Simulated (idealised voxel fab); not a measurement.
Process module, titled voxel released beams
For reference, the cross-section in this document is cut, with width 290 nm and square cells of 5 nm.
Each cross-section below is a grid of square cells, stated as bands in top-down order, with one or more rows of cells making up each band. Heights first: top, then bottom, in nm. Then materials, left to right, each with a width in nm. "throughout" on a single material: fills the band edge to edge. "blank": empty space. The reference from which all heights are counted is 0, the level beneath which the as-received wafer is entirely one material; the lowest band, having no lower bound, proceeds downward and is written after the example "top 0, no bottom". Width "30->40": first value at the band's top row of cells, second value at its bottom row, equal change from row to row. Basically "remained unchanged" means that step didn't change any cell in the cross-section. "Unvented voids" - sealed voids, min. 8 cells, no opening to top; format: width x height at distance (distance from left edge; nm throughout). Post-settings text on a step line: simulator's own remark regarding the step. overlay nm, on a step with a mask: how far to the right of its planned place the mask lay; to the left if negative.

So here's the lineup of process steps we planned:
step 1: RECEIVE | material Si
step 2: CONFORMAL_DEP | material SiN | thk nm 10
step 3: DIRECTIONAL_DEP | material SiO2 | thk nm 10
step 4: MASKED_ETCH | tone open | mask id ANCHOR | width nm 45 | etch materials SiO2 | depth nm 10 | overlay nm 0
step 5: CONFORMAL_DEP | material polySi | thk nm 15
step 6: MASKED_ETCH | tone cover | mask id BEAM | width nm 80 | etch materials polySi | depth nm 15 | overlay nm 0
step 7: STRIP | etch materials SiO2
Every wafer here starts from the same state; it is the step 6 width nm that distinguishes them, and the value the plan gives belongs to the first wafer.

Cross-section of the first incoming wafer of several, state after step 1:
    top 0, no bottom | Si throughout
    Unvented voids: none

Wafer rows, end of module: cells per material gained (+) or lost (-) since receipt; closed voids last:
width nm 80 | +116 SiN | +60 polySi | Unvented voids: none
width nm 85 | +116 SiN | +63 polySi | Unvented voids: none
width nm 90 | +116 SiN | +66 polySi | Unvented voids: none
width nm 95 | +116 SiN | +69 polySi | Unvented voids: none
width nm 100 | +116 SiN | +72 polySi | Unvented voids: none
width nm 105 | +116 SiN | +75 polySi | Unvented voids: none
